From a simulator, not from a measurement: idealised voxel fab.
process module | voxel wiring stack
cross-section cut | 210 nm wide | cells 5 nm
A cross-section is a grid of square cells, given in bands from the top down. A band is one or more rows of cells.
Each band's line starts with the height of the band's top and of its bottom, in nm. Then come its materials from left to right, each with its width in nm. One material with "throughout" fills the band from edge to edge. "air" is empty space.
Height 0 is the level under which the wafer as received is all one material. The lowest band goes on downwards, as in "0 down".
A width such as "30 to 40" changes by the same amount from each row of cells to the next, from the band's top row to its bottom row.
"no change" after a step means that no cell of the cross-section changed.
closed voids: empty space of 8 cells or more with no open way to the top, each as width x height at its distance from the left edge, in nm
after a step's settings: what the simulator itself notes on the step
overlay nm, on a step with a mask: how far to the right of its planned place the mask lay; to the left if negative
plan
1 op RECEIVE | material Si
2 op CONFORMAL_DEP | material SiO2 | thk nm 10
3 op DIRECTIONAL_DEP | material TiN | thk nm 5
4 op DIRECTIONAL_DEP | material W | thk nm 15
5 op PATTERN | tone cover | mask id METAL_1 | material resist | width nm 30 | pitch nm 60 | thk nm 15 | overlay nm 0
6 op DIRECTIONAL_ETCH | etch materials W | depth nm 15
7 op DIRECTIONAL_ETCH | etch materials TiN | depth nm 5
8 op STRIP | etch materials resist
9 op FILL_DEP | material SiO2 | thk nm 5
10 op CMP | height nm 30
11 op CONFORMAL_DEP | material SiCN | thk nm 5
12 op DIRECTIONAL_DEP | material SiO2 | thk nm 10
13 op DIRECTIONAL_DEP | material aC | thk nm 10
14 op PATTERN | tone open | mask id PLUG_1 | material resist | width nm 15 | pitch nm 60 | thk nm 25 | overlay nm 0
15 op DIRECTIONAL_ETCH | etch materials aC | depth nm 10
16 op STRIP | etch materials resist
17 op DIRECTIONAL_ETCH | etch materials SiO2 | depth nm 10
18 op DIRECTIONAL_ETCH | etch materials SiCN | depth nm 5
19 op STRIP | etch materials aC
20 op EPI | material Ru | thk nm 10
21 op EPI | material Ru | thk nm 5
22 op CONFORMAL_DEP | material SiN | thk nm 5
23 op DIRECTIONAL_DEP | material SiO2 | thk nm 15
24 op DIRECTIONAL_DEP | material aC | thk nm 15
25 op PATTERN | tone open | mask id METAL_2 | material resist | width nm 30 | pitch nm 60 | thk nm 30 | overlay nm 0
26 op DIRECTIONAL_ETCH | etch materials aC | depth nm 15
27 op STRIP | etch materials resist
28 op DIRECTIONAL_ETCH | etch materials SiO2 | depth nm 15
29 op DIRECTIONAL_ETCH | etch materials SiN | depth nm 5
30 op STRIP | etch materials aC
31 op CONFORMAL_DEP | material TiN | thk nm 5
32 op FILL_DEP | material W | thk nm 10
33 op CMP | height nm 65
34 op CONFORMAL_DEP | material SiCN | thk nm 5
35 op DIRECTIONAL_DEP | material lowk | thk nm 15
36 op DIRECTIONAL_DEP | material aC | thk nm 10
37 op PATTERN | tone open | mask id PLUG_2 | material resist | width nm 15 | pitch nm 60 | thk nm 25 | overlay nm -15
38 op DIRECTIONAL_ETCH | etch materials aC | depth nm 10
39 op STRIP | etch materials resist
40 op DIRECTIONAL_ETCH | etch materials lowk | depth nm 15
41 op DIRECTIONAL_ETCH | etch materials SiCN | depth nm 5
42 op STRIP | etch materials aC
43 op EPI | material Ru | thk nm 10
44 op EPI | material Ru | thk nm 10
45 op DIRECTIONAL_DEP | material TiN | thk nm 5
46 op DIRECTIONAL_DEP | material Ru | thk nm 15
47 op DIRECTIONAL_DEP | material aC | thk nm 10
48 op PATTERN | tone cover | mask id METAL_3 | material resist | width nm 30 | pitch nm 60 | thk nm 25 | overlay nm 0
49 op DIRECTIONAL_ETCH | etch materials aC | depth nm 10
50 op STRIP | etch materials resist
51 op DIRECTIONAL_ETCH | etch materials Ru | depth nm 15
52 op DIRECTIONAL_ETCH | etch materials TiN | depth nm 5
53 op STRIP | etch materials aC
54 op FILL_DEP | material lowk | thk nm 5
55 op CMP | height nm 105
56 op CONFORMAL_DEP | material SiCN | thk nm 5
57 op DIRECTIONAL_DEP | material SiO2 | thk nm 20
58 op MASKED_ETCH | tone open | mask id PLUG_3 | width nm 15 | pitch nm 120 | etch materials SiO2 | depth nm 20 | overlay nm 0
59 op MASKED_ETCH | tone open | mask id PLUG_3 | width nm 15 | pitch nm 120 | etch materials SiCN | depth nm 5 | overlay nm 0
60 op CONFORMAL_DEP | material TiN | thk nm 5
61 op FILL_DEP | material Cu | thk nm 5
62 op CMP | height nm 130
63 op DIRECTIONAL_DEP | material TiN | thk nm 5
64 op DIRECTIONAL_DEP | material W | thk nm 15
65 op PATTERN | tone cover | mask id METAL_4 | material resist | width nm 30 | pitch nm 60 | thk nm 15 | overlay nm 0
66 op DIRECTIONAL_ETCH | etch materials W | depth nm 15
67 op DIRECTIONAL_ETCH | etch materials TiN | depth nm 5
68 op STRIP | etch materials resist
69 op FILL_DEP | material lowk | thk nm 10
70 op CMP | height nm 150
71 op CONFORMAL_DEP | material SiCN | thk nm 5
varied across the wafers: overlay nm of step 37. The plan shows the first wafer's value. All wafers start alike
first wafer as received, after step 1
  0 down: Si throughout
  closed voids: none
each wafer at the end: cells of each material gained (+) or lost (-) since it was received, then its closed voids
overlay nm -15 | +8 Cu | +81 Ru | +144 SiCN | +24 SiN | +462 SiO2 | +112 TiN | +144 W | +327 lowk | closed voids: none
overlay nm -10 | +8 Cu | +117 Ru | +144 SiCN | +24 SiN | +462 SiO2 | +112 TiN | +144 W | +291 lowk | closed voids: none
overlay nm -5 | +8 Cu | +117 Ru | +144 SiCN | +24 SiN | +462 SiO2 | +112 TiN | +144 W | +291 lowk | closed voids: none
overlay nm 0 | +8 Cu | +117 Ru | +144 SiCN | +24 SiN | +462 SiO2 | +112 TiN | +144 W | +291 lowk | closed voids: none
overlay nm 5 | +8 Cu | +117 Ru | +144 SiCN | +24 SiN | +462 SiO2 | +112 TiN | +144 W | +291 lowk | closed voids: none
overlay nm 10 | +8 Cu | +117 Ru | +144 SiCN | +24 SiN | +462 SiO2 | +112 TiN | +144 W | +291 lowk | closed voids: none
overlay nm 15 | +8 Cu | +117 Ru | +144 SiCN | +24 SiN | +462 SiO2 | +112 TiN | +144 W | +291 lowk | closed voids: none
